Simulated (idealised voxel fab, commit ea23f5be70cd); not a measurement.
Process module, titled voxel released beams
It is cross-section cut that appears here, measuring 180 nm in width, its square cells being 5 nm in size.
If you're reading a cross-section in this doc, picture square cells in a grid; it comes to you as bands, top ones listed first down to the bottom, and a band can be one or more rows of cells. Within each band entry, the heights of the top and of the bottom of the band appear first, in that order and in nm; the materials of the band then follow from left to right, each with its corresponding width in nm. The designation "everywhere" on a single material indicates that it fills the band from edge to edge; the designation "empty" indicates empty space. For the purposes of this specification, 0 denotes the height below which the wafer in its as-received condition is composed wholly of one material, and the lowermost band, lacking a lower limit, extends downward without end, as expressed in "z 0 and below". The notation "30->40" denotes a width that varies across the rows of cells in the band, beginning at the first number in the top row, finishing at the second number in the bottom row, and changing by an identical amount from each row to the next. Where the words "nothing got changed" appear for a step, the cross-section shows no cell changed by that step; every cell remained as before. "Enclosed void entries": empty spaces of 8 cells or more with no open way to the top, each given as width x height at distance, distance from the left edge, all in nm. Step line, after settings: the simulator's comment on this step. For masked steps, "overlay nm" on the step line gives how far right of plan the mask actually lay; a minus sign means it lay to the left. Every pair from here on: before one process step, after it. The after cross-section reaches only to the lowest band that changed. Below the pair: the step in between and its settings. Pairs can belong to different runs of this module on the same starting wafer; a pair carries on from the pair above only if the entry headed "Status before step" says so.

-- Status before step
- z 0 and below = Si everywhere
- Enclosed void entries: none

-- Cut View, Post-Step
- z 10 to 0 = SiN everywhere
- Note: structure below 0 unchanged.
- Enclosed void entries: none
The step carried out between the cross-section before it and the cross-section after it, both shown above, is CONFORMAL_DEP, material SiN, thk nm 10

Status before step: it's just the after picture from the pair right above this one.

-- Cut View, Post-Step
- z 25 to 10 = SiO2 everywhere
- Note: structure below 10 unchanged.
- Enclosed void entries: none
The step carried out between the cross-section before it and the cross-section after it, both shown above, is DIRECTIONAL_DEP, material SiO2, thk nm 15

Status before step: it's just the after picture from the pair right above this one.

-- Cut View, Post-Step
- z 45 to 25 = 35 of resist / 35 of empty / 110 of resist
- Note: structure below 25 unchanged.
- Enclosed void entries: none
The step carried out between the cross-section before it and the cross-section after it, both shown above, is PATTERN, tone open, mask id ANCHOR, material resist, width nm 35, thk nm 20, overlay nm 0

Status before step: it's just the after picture from the pair right above this one.

-- Cut View, Post-Step
- z 45 to 25 = 35 of resist / 35 of empty / 110 of resist
- z 25 to 10 = 35 of SiO2 / 35 of empty / 110 of SiO2
- Note: structure below 10 unchanged.
- Enclosed void entries: none
The step carried out between the cross-section before it and the cross-section after it, both shown above, is DIRECTIONAL_ETCH, etch materials SiO2, depth nm 15

Status before step: it's just the after picture from the pair right above this one.

-- Cut View, Post-Step
- z 25 to 10 = 35 of SiO2 / 35 of empty / 110 of SiO2
- Note: structure below 10 unchanged.
- Enclosed void entries: none
The step carried out between the cross-section before it and the cross-section after it, both shown above, is STRIP, etch materials resist

Status before step: it's just the after picture from the pair right above this one.

-- Cut View, Post-Step
- z 35 to 25 = 45 of polySi / 15 of empty / 120 of polySi
- z 25 to 20 = 35 of SiO2 / 10 of polySi / 15 of empty / 10 of polySi / 110 of SiO2
- z 20 to 10 = 35 of SiO2 / 35 of polySi / 110 of SiO2
- Note: structure below 10 unchanged.
- Enclosed void entries: none
The step carried out between the cross-section before it and the cross-section after it, both shown above, is CONFORMAL_DEP, material polySi, thk nm 10

Status before step: it's just the after picture from the pair right above this one.

-- Cut View, Post-Step
- z 50 to 35 = 30 of empty / 110 of resist / 40 of empty
- z 35 to 25 = 45 of polySi / 15 of resist / 120 of polySi
- z 25 to 20 = 35 of SiO2 / 10 of polySi / 15 of resist / 10 of polySi / 110 of SiO2
- Note: structure below 20 unchanged.
- Enclosed void entries: none
The step carried out between the cross-section before it and the cross-section after it, both shown above, is PATTERN, tone cover, mask id BEAM, material resist, width nm 110, thk nm 15, overlay nm 0

Status before step: it's just the after picture from the pair right above this one.

-- Cut View, Post-Step
- z 50 to 35 = 30 of empty / 110 of resist / 40 of empty
- z 35 to 25 = 30 of empty / 15 of polySi / 15 of resist / 80 of polySi / 40 of empty
- Note: structure below 25 unchanged.
- Enclosed void entries: none
The step carried out between the cross-section before it and the cross-section after it, both shown above, is DIRECTIONAL_ETCH, etch materials polySi, depth nm 10

Status before step: it's just the after picture from the pair right above this one.

-- Cut View, Post-Step
- z 35 to 25 = 30 of empty / 15 of polySi / 15 of empty / 80 of polySi / 40 of empty
- z 25 to 20 = 35 of SiO2 / 10 of polySi / 15 of empty / 10 of polySi / 110 of SiO2
- Note: structure below 20 unchanged.
- Enclosed void entries: none
The step carried out between the cross-section before it and the cross-section after it, both shown above, is STRIP, etch materials resist

Status before step: it's just the after picture from the pair right above this one.

-- Cut View, Post-Step
- z 35 to 25 = 30 of empty / 15 of polySi / 15 of empty / 80 of polySi / 40 of empty
- z 25 to 20 = 35 of empty / 10 of polySi / 15 of empty / 10 of polySi / 110 of empty
- z 20 to 10 = 35 of empty / 35 of polySi / 110 of empty
- Note: structure below 10 unchanged.
- Enclosed void entries: none
The step carried out between the cross-section before it and the cross-section after it, both shown above, is STRIP, etch materials SiO2

-- Status before step
- z 0 and below = Si everywhere
- Enclosed void entries: none

-- Cut View, Post-Step
- z 15 to 0 = SiO2 everywhere
- Note: structure below 0 unchanged.
- Enclosed void entries: none
The step carried out between the cross-section before it and the cross-section after it, both shown above, is DIRECTIONAL_DEP, material SiO2, thk nm 15

Status before step: it's just the after picture from the pair right above this one.

-- Cut View, Post-Step
- z 35 to 15 = 35 of resist / 35 of empty / 110 of resist
- Note: structure below 15 unchanged.
- Enclosed void entries: none
The step carried out between the cross-section before it and the cross-section after it, both shown above, is PATTERN, tone open, mask id ANCHOR, material resist, width nm 35, thk nm 20, overlay nm 0

Status before step: it's just the after picture from the pair right above this one.

-- Cut View, Post-Step
- z 35 to 15 = 35 of resist / 35 of empty / 110 of resist
- z 15 to 0 = 35 of SiO2 / 35 of empty / 110 of SiO2
- Note: structure below 0 unchanged.
- Enclosed void entries: none
The step carried out between the cross-section before it and the cross-section after it, both shown above, is DIRECTIONAL_ETCH, etch materials SiO2, depth nm 15

Status before step: it's just the after picture from the pair right above this one.

-- Cut View, Post-Step
- z 15 to 0 = 35 of SiO2 / 35 of empty / 110 of SiO2
- Note: structure below 0 unchanged.
- Enclosed void entries: none
The step carried out between the cross-section before it and the cross-section after it, both shown above, is STRIP, etch materials resist

Status before step: it's just the after picture from the pair right above this one.

-- Cut View, Post-Step
- z 25 to 15 = 45 of polySi / 15 of empty / 120 of polySi
- z 15 to 10 = 35 of SiO2 / 10 of polySi / 15 of empty / 10 of polySi / 110 of SiO2
- z 10 to 0 = 35 of SiO2 / 35 of polySi / 110 of SiO2
- Note: structure below 0 unchanged.
- Enclosed void entries: none
The step carried out between the cross-section before it and the cross-section after it, both shown above, is CONFORMAL_DEP, material polySi, thk nm 10

Status before step: it's just the after picture from the pair right above this one.

-- Cut View, Post-Step
- z 40 to 25 = 30 of empty / 110 of resist / 40 of empty
- z 25 to 15 = 45 of polySi / 15 of resist / 120 of polySi
- z 15 to 10 = 35 of SiO2 / 10 of polySi / 15 of resist / 10 of polySi / 110 of SiO2
- Note: structure below 10 unchanged.
- Enclosed void entries: none
The step carried out between the cross-section before it and the cross-section after it, both shown above, is PATTERN, tone cover, mask id BEAM, material resist, width nm 110, thk nm 15, overlay nm 0

Status before step: it's just the after picture from the pair right above this one.

-- Cut View, Post-Step
- z 40 to 25 = 30 of empty / 110 of resist / 40 of empty
- z 25 to 15 = 30 of empty / 15 of polySi / 15 of resist / 80 of polySi / 40 of empty
- Note: structure below 15 unchanged.
- Enclosed void entries: none
The step carried out between the cross-section before it and the cross-section after it, both shown above, is DIRECTIONAL_ETCH, etch materials polySi, depth nm 10

Status before step: it's just the after picture from the pair right above this one.

-- Cut View, Post-Step
- z 25 to 15 = 30 of empty / 15 of polySi / 15 of empty / 80 of polySi / 40 of empty
- z 15 to 10 = 35 of SiO2 / 10 of polySi / 15 of empty / 10 of polySi / 110 of SiO2
- Note: structure below 10 unchanged.
- Enclosed void entries: none
The step carried out between the cross-section before it and the cross-section after it, both shown above, is STRIP, etch materials resist

Status before step: it's just the after picture from the pair right above this one.

-- Cut View, Post-Step
- z 25 to 15 = 30 of empty / 15 of polySi / 15 of empty / 80 of polySi / 40 of empty
- z 15 to 10 = 35 of empty / 10 of polySi / 15 of empty / 10 of polySi / 110 of empty
- z 10 to 0 = 35 of empty / 35 of polySi / 110 of empty
- Note: structure below 0 unchanged.
- Enclosed void entries: none
The step carried out between the cross-section before it and the cross-section after it, both shown above, is STRIP, etch materials SiO2

-- Status before step
- z 15 to 0 = SiO2 everywhere
- z 0 and below = Si everywhere
- Enclosed void entries: none

-- Cut View, Post-Step
- z 25 to 15 = SiN everywhere
- Note: structure below 15 unchanged.
- Enclosed void entries: none
The step carried out between the cross-section before it and the cross-section after it, both shown above, is CONFORMAL_DEP, material SiN, thk nm 10

Status before step: it's just the after picture from the pair right above this one.

-- Cut View, Post-Step
- z 45 to 25 = 35 of resist / 35 of empty / 110 of resist
- Note: structure below 25 unchanged.
- Enclosed void entries: none
The step carried out between the cross-section before it and the cross-section after it, both shown above, is PATTERN, tone open, mask id ANCHOR, material resist, width nm 35, thk nm 20, overlay nm 0

Status before step: it's just the after picture from the pair right above this one.

-- Cut View, Post-Step
- z 25 to 15 = SiN everywhere
- Note: structure below 15 unchanged.
- Enclosed void entries: none
The step carried out between the cross-section before it and the cross-section after it, both shown above, is STRIP, etch materials resist

Status before step: it's just the after picture from the pair right above this one.

-- Cut View, Post-Step
- z 35 to 25 = polySi everywhere
- Note: structure below 25 unchanged.
- Enclosed void entries: none
The step carried out between the cross-section before it and the cross-section after it, both shown above, is CONFORMAL_DEP, material polySi, thk nm 10

Status before step: it's just the after picture from the pair right above this one.

-- Cut View, Post-Step
- z 50 to 35 = 30 of empty / 110 of resist / 40 of empty
- Note: structure below 35 unchanged.
- Enclosed void entries: none
The step carried out between the cross-section before it and the cross-section after it, both shown above, is PATTERN, tone cover, mask id BEAM, material resist, width nm 110, thk nm 15, overlay nm 0

Status before step: it's just the after picture from the pair right above this one.

-- Cut View, Post-Step
- z 50 to 35 = 30 of empty / 110 of resist / 40 of empty
- z 35 to 25 = 30 of empty / 110 of polySi / 40 of empty
- Note: structure below 25 unchanged.
- Enclosed void entries: none
The step carried out between the cross-section before it and the cross-section after it, both shown above, is DIRECTIONAL_ETCH, etch materials polySi, depth nm 10

Status before step: it's just the after picture from the pair right above this one.

-- Cut View, Post-Step
- z 35 to 25 = 30 of empty / 110 of polySi / 40 of empty
- Note: structure below 25 unchanged.
- Enclosed void entries: none
The step carried out between the cross-section before it and the cross-section after it, both shown above, is STRIP, etch materials resist

-- Status before step
- z 0 and below = Si everywhere
- Enclosed void entries: none

-- Cut View, Post-Step
- z 5 to 0 = SiN everywhere
- Note: structure below 0 unchanged.
- Enclosed void entries: none
The step carried out between the cross-section before it and the cross-section after it, both shown above, is CONFORMAL_DEP, material SiN, thk nm 5

Status before step: it's just the after picture from the pair right above this one.

-- Cut View, Post-Step
- z 20 to 5 = SiO2 everywhere
- Note: structure below 5 unchanged.
- Enclosed void entries: none
The step carried out between the cross-section before it and the cross-section after it, both shown above, is DIRECTIONAL_DEP, material SiO2, thk nm 15

Status before step: it's just the after picture from the pair right above this one.

-- Cut View, Post-Step
- z 40 to 20 = 35 of resist / 35 of empty / 110 of resist
- Note: structure below 20 unchanged.
- Enclosed void entries: none
The step carried out between the cross-section before it and the cross-section after it, both shown above, is PATTERN, tone open, mask id ANCHOR, material resist, width nm 35, thk nm 20, overlay nm 0

Status before step: it's just the after picture from the pair right above this one.

-- Cut View, Post-Step
- z 40 to 20 = 35 of resist / 35 of empty / 110 of resist
- z 20 to 5 = 35 of SiO2 / 35 of empty / 110 of SiO2
- Note: structure below 5 unchanged.
- Enclosed void entries: none
The step carried out between the cross-section before it and the cross-section after it, both shown above, is DIRECTIONAL_ETCH, etch materials SiO2, depth nm 15

Status before step: it's just the after picture from the pair right above this one.

-- Cut View, Post-Step
- z 20 to 5 = 35 of SiO2 / 35 of empty / 110 of SiO2
- Note: structure below 5 unchanged.
- Enclosed void entries: none
The step carried out between the cross-section before it and the cross-section after it, both shown above, is STRIP, etch materials resist

Status before step: it's just the after picture from the pair right above this one.

-- Cut View, Post-Step
- z 30 to 20 = 45 of polySi / 15 of empty / 120 of polySi
- z 20 to 15 = 35 of SiO2 / 10 of polySi / 15 of empty / 10 of polySi / 110 of SiO2
- z 15 to 5 = 35 of SiO2 / 35 of polySi / 110 of SiO2
- Note: structure below 5 unchanged.
- Enclosed void entries: none
The step carried out between the cross-section before it and the cross-section after it, both shown above, is CONFORMAL_DEP, material polySi, thk nm 10

Status before step: it's just the after picture from the pair right above this one.

-- Cut View, Post-Step
- z 45 to 30 = 30 of empty / 110 of resist / 40 of empty
- z 30 to 20 = 45 of polySi / 15 of resist / 120 of polySi
- z 20 to 15 = 35 of SiO2 / 10 of polySi / 15 of resist / 10 of polySi / 110 of SiO2
- Note: structure below 15 unchanged.
- Enclosed void entries: none
The step carried out between the cross-section before it and the cross-section after it, both shown above, is PATTERN, tone cover, mask id BEAM, material resist, width nm 110, thk nm 15, overlay nm 0

Status before step: it's just the after picture from the pair right above this one.

-- Cut View, Post-Step
- z 45 to 30 = 30 of empty / 110 of resist / 40 of empty
- z 30 to 20 = 30 of empty / 15 of polySi / 15 of resist / 80 of polySi / 40 of empty
- Note: structure below 20 unchanged.
- Enclosed void entries: none
The step carried out between the cross-section before it and the cross-section after it, both shown above, is DIRECTIONAL_ETCH, etch materials polySi, depth nm 10

Status before step: it's just the after picture from the pair right above this one.

-- Cut View, Post-Step
- z 30 to 20 = 30 of empty / 15 of polySi / 15 of empty / 80 of polySi / 40 of empty
- z 20 to 15 = 35 of SiO2 / 10 of polySi / 15 of empty / 10 of polySi / 110 of SiO2
- Note: structure below 15 unchanged.
- Enclosed void entries: none
The step carried out between the cross-section before it and the cross-section after it, both shown above, is STRIP, etch materials resist

Status before step: it's just the after picture from the pair right above this one.

-- Cut View, Post-Step
- z 30 to 20 = 30 of empty / 15 of polySi / 15 of empty / 80 of polySi / 40 of empty
- z 20 to 15 = 35 of empty / 10 of polySi / 15 of empty / 10 of polySi / 110 of empty
- z 15 to 5 = 35 of empty / 35 of polySi / 110 of empty
- Note: structure below 5 unchanged.
- Enclosed void entries: none
The step carried out between the cross-section before it and the cross-section after it, both shown above, is STRIP, etch materials SiO2

-- Status before step
- z 25 to 10 = SiO2 everywhere
- z 10 to 0 = SiN everywhere
- z 0 and below = Si everywhere
- Enclosed void entries: none

-- Cut View, Post-Step
- z 45 to 25 = 40 of resist / 30 of empty / 110 of resist
- Note: structure below 25 unchanged.
- Enclosed void entries: none
The step carried out between the cross-section before it and the cross-section after it, both shown above, is PATTERN, tone open, mask id ANCHOR, material resist, width nm 30, thk nm 20, overlay nm 0

Status before step: it's just the after picture from the pair right above this one.

-- Cut View, Post-Step
- z 45 to 25 = 40 of resist / 30 of empty / 110 of resist
- z 25 to 10 = 40 of SiO2 / 30 of empty / 110 of SiO2
- Note: structure below 10 unchanged.
- Enclosed void entries: none
The step carried out between the cross-section before it and the cross-section after it, both shown above, is DIRECTIONAL_ETCH, etch materials SiO2, depth nm 15

Status before step: it's just the after picture from the pair right above this one.

-- Cut View, Post-Step
- z 25 to 10 = 40 of SiO2 / 30 of empty / 110 of SiO2
- Note: structure below 10 unchanged.
- Enclosed void entries: none
The step carried out between the cross-section before it and the cross-section after it, both shown above, is STRIP, etch materials resist

Status before step: it's just the after picture from the pair right above this one.

-- Cut View, Post-Step
- z 35 to 25 = 50 of polySi / 10 of empty / 120 of polySi
- z 25 to 20 = 40 of SiO2 / 10 of polySi / 10 of empty / 10 of polySi / 110 of SiO2
- z 20 to 10 = 40 of SiO2 / 30 of polySi / 110 of SiO2
- Note: structure below 10 unchanged.
- Enclosed void entries: none
The step carried out between the cross-section before it and the cross-section after it, both shown above, is CONFORMAL_DEP, material polySi, thk nm 10

Status before step: it's just the after picture from the pair right above this one.

-- Cut View, Post-Step
- z 50 to 35 = 30 of empty / 110 of resist / 40 of empty
- z 35 to 25 = 50 of polySi / 10 of resist / 120 of polySi
- z 25 to 20 = 40 of SiO2 / 10 of polySi / 10 of resist / 10 of polySi / 110 of SiO2
- Note: structure below 20 unchanged.
- Enclosed void entries: none
The step carried out between the cross-section before it and the cross-section after it, both shown above, is PATTERN, tone cover, mask id BEAM, material resist, width nm 110, thk nm 15, overlay nm 0

Status before step: it's just the after picture from the pair right above this one.

-- Cut View, Post-Step
- z 50 to 35 = 30 of empty / 110 of resist / 40 of empty
- z 35 to 25 = 30 of empty / 20 of polySi / 10 of resist / 80 of polySi / 40 of empty
- Note: structure below 25 unchanged.
- Enclosed void entries: none
The step carried out between the cross-section before it and the cross-section after it, both shown above, is DIRECTIONAL_ETCH, etch materials polySi, depth nm 10

Status before step: it's just the after picture from the pair right above this one.

-- Cut View, Post-Step
- z 35 to 25 = 30 of empty / 20 of polySi / 10 of empty / 80 of polySi / 40 of empty
- z 25 to 20 = 40 of SiO2 / 10 of polySi / 10 of empty / 10 of polySi / 110 of SiO2
- Note: structure below 20 unchanged.
- Enclosed void entries: none
The step carried out between the cross-section before it and the cross-section after it, both shown above, is STRIP, etch materials resist

Status before step: it's just the after picture from the pair right above this one.

-- Cut View, Post-Step
- z 35 to 25 = 30 of empty / 20 of polySi / 10 of empty / 80 of polySi / 40 of empty
- z 25 to 20 = 40 of empty / 10 of polySi / 10 of empty / 10 of polySi / 110 of empty
- z 20 to 10 = 40 of empty / 30 of polySi / 110 of empty
- Note: structure below 10 unchanged.
- Enclosed void entries: none
The step carried out between the cross-section before it and the cross-section after it, both shown above, is STRIP, etch materials SiO2

-- Status before step
- z 25 to 10 = SiO2 everywhere
- z 10 to 0 = SiN everywhere
- z 0 and below = Si everywhere
- Enclosed void entries: none

-- Cut View, Post-Step
- z 45 to 25 = 25 of resist / 35 of empty / 120 of resist
- Note: structure below 25 unchanged.
- Enclosed void entries: none
The step carried out between the cross-section before it and the cross-section after it, both shown above, is PATTERN, tone open, mask id ANCHOR, material resist, width nm 35, thk nm 20, overlay nm -10

Status before step: it's just the after picture from the pair right above this one.

-- Cut View, Post-Step
- z 45 to 25 = 25 of resist / 35 of empty / 120 of resist
- z 25 to 10 = 25 of SiO2 / 35 of empty / 120 of SiO2
- Note: structure below 10 unchanged.
- Enclosed void entries: none
The step carried out between the cross-section before it and the cross-section after it, both shown above, is DIRECTIONAL_ETCH, etch materials SiO2, depth nm 15

Status before step: it's just the after picture from the pair right above this one.

-- Cut View, Post-Step
- z 25 to 10 = 25 of SiO2 / 35 of empty / 120 of SiO2
- Note: structure below 10 unchanged.
- Enclosed void entries: none
The step carried out between the cross-section before it and the cross-section after it, both shown above, is STRIP, etch materials resist

Status before step: it's just the after picture from the pair right above this one.

-- Cut View, Post-Step
- z 35 to 25 = 35 of polySi / 15 of empty / 130 of polySi
- z 25 to 20 = 25 of SiO2 / 10 of polySi / 15 of empty / 10 of polySi / 120 of SiO2
- z 20 to 10 = 25 of SiO2 / 35 of polySi / 120 of SiO2
- Note: structure below 10 unchanged.
- Enclosed void entries: none
The step carried out between the cross-section before it and the cross-section after it, both shown above, is CONFORMAL_DEP, material polySi, thk nm 10

Status before step: it's just the after picture from the pair right above this one.

-- Cut View, Post-Step
- z 50 to 35 = 30 of empty / 110 of resist / 40 of empty
- z 35 to 25 = 35 of polySi / 15 of resist / 130 of polySi
- z 25 to 20 = 25 of SiO2 / 10 of polySi / 15 of resist / 10 of polySi / 120 of SiO2
- Note: structure below 20 unchanged.
- Enclosed void entries: none
The step carried out between the cross-section before it and the cross-section after it, both shown above, is PATTERN, tone cover, mask id BEAM, material resist, width nm 110, thk nm 15, overlay nm 0

Status before step: it's just the after picture from the pair right above this one.

-- Cut View, Post-Step
- z 50 to 35 = 30 of empty / 110 of resist / 40 of empty
- z 35 to 25 = 30 of empty / 5 of polySi / 15 of resist / 90 of polySi / 40 of empty
- Note: structure below 25 unchanged.
- Enclosed void entries: none
The step carried out between the cross-section before it and the cross-section after it, both shown above, is DIRECTIONAL_ETCH, etch materials polySi, depth nm 10

Status before step: it's just the after picture from the pair right above this one.

-- Cut View, Post-Step
- z 35 to 25 = 30 of empty / 5 of polySi / 15 of empty / 90 of polySi / 40 of empty
- z 25 to 20 = 25 of SiO2 / 10 of polySi / 15 of empty / 10 of polySi / 120 of SiO2
- Note: structure below 20 unchanged.
- Enclosed void entries: none
The step carried out between the cross-section before it and the cross-section after it, both shown above, is STRIP, etch materials resist

Status before step: it's just the after picture from the pair right above this one.

-- Cut View, Post-Step
- z 35 to 25 = 30 of empty / 5 of polySi / 15 of empty / 90 of polySi / 40 of empty
- z 25 to 20 = 25 of empty / 10 of polySi / 15 of empty / 10 of polySi / 120 of empty
- z 20 to 10 = 25 of empty / 35 of polySi / 120 of empty
- Note: structure below 10 unchanged.
- Enclosed void entries: none
The step carried out between the cross-section before it and the cross-section after it, both shown above, is STRIP, etch materials SiO2

-- Status before step
- z 10 to 0 = SiN everywhere
- z 0 and below = Si everywhere
- Enclosed void entries: none

-- Cut View, Post-Step
- z 25 to 10 = polySi everywhere
- Note: structure below 10 unchanged.
- Enclosed void entries: none
The step carried out between the cross-section before it and the cross-section after it, both shown above, is DIRECTIONAL_DEP, material polySi, thk nm 15

Status before step: it's just the after picture from the pair right above this one.

-- Cut View, Post-Step
- z 45 to 25 = 35 of resist / 35 of empty / 110 of resist
- Note: structure below 25 unchanged.
- Enclosed void entries: none
The step carried out between the cross-section before it and the cross-section after it, both shown above, is PATTERN, tone open, mask id ANCHOR, material resist, width nm 35, thk nm 20, overlay nm 0

Status before step: it's just the after picture from the pair right above this one.

-- Cut View, Post-Step
- z 25 to 10 = polySi everywhere
- Note: structure below 10 unchanged.
- Enclosed void entries: none
The step carried out between the cross-section before it and the cross-section after it, both shown above, is STRIP, etch materials resist

Status before step: it's just the after picture from the pair right above this one.

-- Cut View, Post-Step
- z 35 to 10 = polySi everywhere
- Note: structure below 10 unchanged.
- Enclosed void entries: none
The step carried out between the cross-section before it and the cross-section after it, both shown above, is CONFORMAL_DEP, material polySi, thk nm 10

Status before step: it's just the after picture from the pair right above this one.

-- Cut View, Post-Step
- z 50 to 35 = 30 of empty / 110 of resist / 40 of empty
- Note: structure below 35 unchanged.
- Enclosed void entries: none
The step carried out between the cross-section before it and the cross-section after it, both shown above, is PATTERN, tone cover, mask id BEAM, material resist, width nm 110, thk nm 15, overlay nm 0

Status before step: it's just the after picture from the pair right above this one.

-- Cut View, Post-Step
- z 50 to 35 = 30 of empty / 110 of resist / 40 of empty
- z 35 to 25 = 30 of empty / 110 of polySi / 40 of empty
- Note: structure below 25 unchanged.
- Enclosed void entries: none
The step carried out between the cross-section before it and the cross-section after it, both shown above, is DIRECTIONAL_ETCH, etch materials polySi, depth nm 10

Status before step: it's just the after picture from the pair right above this one.

-- Cut View, Post-Step
- z 35 to 25 = 30 of empty / 110 of polySi / 40 of empty
- Note: structure below 25 unchanged.
- Enclosed void entries: none
The step carried out between the cross-section before it and the cross-section after it, both shown above, is STRIP, etch materials resist

-- Status before step
- z 25 to 10 = SiO2 everywhere
- z 10 to 0 = SiN everywhere
- z 0 and below = Si everywhere
- Enclosed void entries: none

-- Cut View, Post-Step
- z 45 to 25 = 35 of empty / 35 of resist / 110 of empty
- Note: structure below 25 unchanged.
- Enclosed void entries: none
The step carried out between the cross-section before it and the cross-section after it, both shown above, is PATTERN, tone cover, mask id ANCHOR, material resist, width nm 35, thk nm 20, overlay nm 0

Status before step: it's just the after picture from the pair right above this one.

-- Cut View, Post-Step
- z 45 to 25 = 35 of empty / 35 of resist / 110 of empty
- z 25 to 10 = 35 of empty / 35 of SiO2 / 110 of empty
- Note: structure below 10 unchanged.
- Enclosed void entries: none
The step carried out between the cross-section before it and the cross-section after it, both shown above, is DIRECTIONAL_ETCH, etch materials SiO2, depth nm 15

Status before step: it's just the after picture from the pair right above this one.

-- Cut View, Post-Step
- z 25 to 10 = 35 of empty / 35 of SiO2 / 110 of empty
- Note: structure below 10 unchanged.
- Enclosed void entries: none
The step carried out between the cross-section before it and the cross-section after it, both shown above, is STRIP, etch materials resist

Status before step: it's just the after picture from the pair right above this one.

-- Cut View, Post-Step
- z 35 to 25 = 25 of empty / 55 of polySi / 100 of empty
- z 25 to 20 = 25 of empty / 10 of polySi / 35 of SiO2 / 10 of polySi / 100 of empty
- z 20 to 10 = 35 of polySi / 35 of SiO2 / 110 of polySi
- Note: structure below 10 unchanged.
- Enclosed void entries: none
The step carried out between the cross-section before it and the cross-section after it, both shown above, is CONFORMAL_DEP, material polySi, thk nm 10

Status before step: it's just the after picture from the pair right above this one.

-- Cut View, Post-Step
- z 50 to 35 = 30 of empty / 110 of resist / 40 of empty
- z 35 to 25 = 25 of empty / 55 of polySi / 60 of resist / 40 of empty
- z 25 to 20 = 25 of empty / 10 of polySi / 35 of SiO2 / 10 of polySi / 60 of resist / 40 of empty
- Note: structure below 20 unchanged.
- Enclosed void entries: none
The step carried out between the cross-section before it and the cross-section after it, both shown above, is PATTERN, tone cover, mask id BEAM, material resist, width nm 110, thk nm 15, overlay nm 0

Status before step: it's just the after picture from the pair right above this one.

-- Cut View, Post-Step
- z 50 to 35 = 30 of empty / 110 of resist / 40 of empty
- z 35 to 25 = 30 of empty / 50 of polySi / 60 of resist / 40 of empty
- z 25 to 20 = 25 of empty / 10 of polySi / 35 of SiO2 / 10 of polySi / 60 of resist / 40 of empty
- z 20 to 10 = 25 of empty / 10 of polySi / 35 of SiO2 / 70 of polySi / 40 of empty
- Note: structure below 10 unchanged.
- Enclosed void entries: none
The step carried out between the cross-section before it and the cross-section after it, both shown above, is DIRECTIONAL_ETCH, etch materials polySi, depth nm 10

Status before step: it's just the after picture from the pair right above this one.

-- Cut View, Post-Step
- z 35 to 25 = 30 of empty / 50 of polySi / 100 of empty
- z 25 to 20 = 25 of empty / 10 of polySi / 35 of SiO2 / 10 of polySi / 100 of empty
- Note: structure below 20 unchanged.
- Enclosed void entries: none
The step carried out between the cross-section before it and the cross-section after it, both shown above, is STRIP, etch materials resist
